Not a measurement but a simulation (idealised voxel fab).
Title: Process Module voxel spacer lines
For reference, the cross-section in this document is cut, with width 145 nm and square cells of 5 nm.
Think of the cross-section as a grid of square cells. We describe it in bands, top to bottom, and each band covers one or more rows of those cells. The band entry comprises the height of the band's top followed by the height of its bottom, expressed in nm, and subsequently the band's materials from left to right, each stated together with its width in nm. Where a single material is marked with the word "all across", that material fills the band from edge to edge. The word "empty" represents empty space. The reference from which all heights are counted is 0, the level beneath which the as-received wafer is entirely one material; the lowest band, having no lower bound, proceeds downward and is written after the example "from 0 down". Graded width ("30 to 40"): value in top row of band = first number; value in bottom row = second number; row-to-row change constant. For the purposes of this document, the phrase "no alterations made" attached to a step denotes that no cell within the cross-section was modified by that step. The label "Sealed-off cavities" introduces a list of the empty spaces, 8 cells or larger, that have no open way up to the top; each entry in it reads width x height at distance, where the distance is taken from the left edge and all three are stated in nm. Read whatever lies past the settings on a step's line as the simulator's own remark about the step. A step's line can hold "overlay nm"; with a mask on that step, the setting says how far right of the planned place the mask lay, while a negative setting says it lay to the left.
### Planned step list for the process
- 1: RECEIVE,material Si
- 2: CONFORMAL_DEP,material Al2O3,thk nm 5
- 3: DIRECTIONAL_DEP,material W,thk nm 15
- 4: DIRECTIONAL_DEP,material polySi,thk nm 20
- 5: PATTERN,tone cover,mask id MANDREL,material resist,width nm 15,pitch nm 50,thk nm 30,overlay nm 0
- 6: DIRECTIONAL_ETCH,etch materials polySi,depth nm 20
- 7: STRIP,etch materials resist
- 8: CONFORMAL_DEP,material SiN,thk nm 10
- 9: DIRECTIONAL_ETCH,etch materials SiN,depth nm 10
- 10: STRIP,etch materials polySi
- 11: DIRECTIONAL_ETCH,etch materials W,depth nm 15
- 12: STRIP,etch materials SiN
- 13: FILL_DEP,material SiO2,thk nm 5
- 14: CMP,height nm 20
### This is the cross-section of the wafer as we received it, i.e. after step 1
* from 0 down  Si all across
* Sealed-off cavities: none
### Sectioned view, first of two wafers, at the close of the module, processed as intended in the plan
* from 20 to 5  30 nm SiO2  10 nm W  15 nm SiO2  10 nm W  15 nm SiO2  10 nm W  15 nm SiO2  10 nm W  30 nm SiO2
* from 5 to 0  Al2O3 all across
* from 0 down  Si all across
* Sealed-off cavities: none
### Cross-sectional view: second of two wafers, end of module; start and plan identical to the first, one mistake in running
* from 20 to 5  30 nm SiO2  10 nm W  20 nm SiO2  10 nm W  10 nm SiO2  10 nm W  20 nm SiO2  10 nm W  25 nm SiO2
* from 5 to 0  Al2O3 all across
* from 0 down  Si all across
* Sealed-off cavities: none
Error vs. plan: heads up, step 5 didn't go per plan, it actually ran as PATTERN,tone cover,mask id MANDREL,material resist,width nm 20,pitch nm 50,thk nm 30,overlay nm 0
Upon completion, the cell count for each material on the second wafer equals that on the first, whereas the spatial distribution of those cells differs.
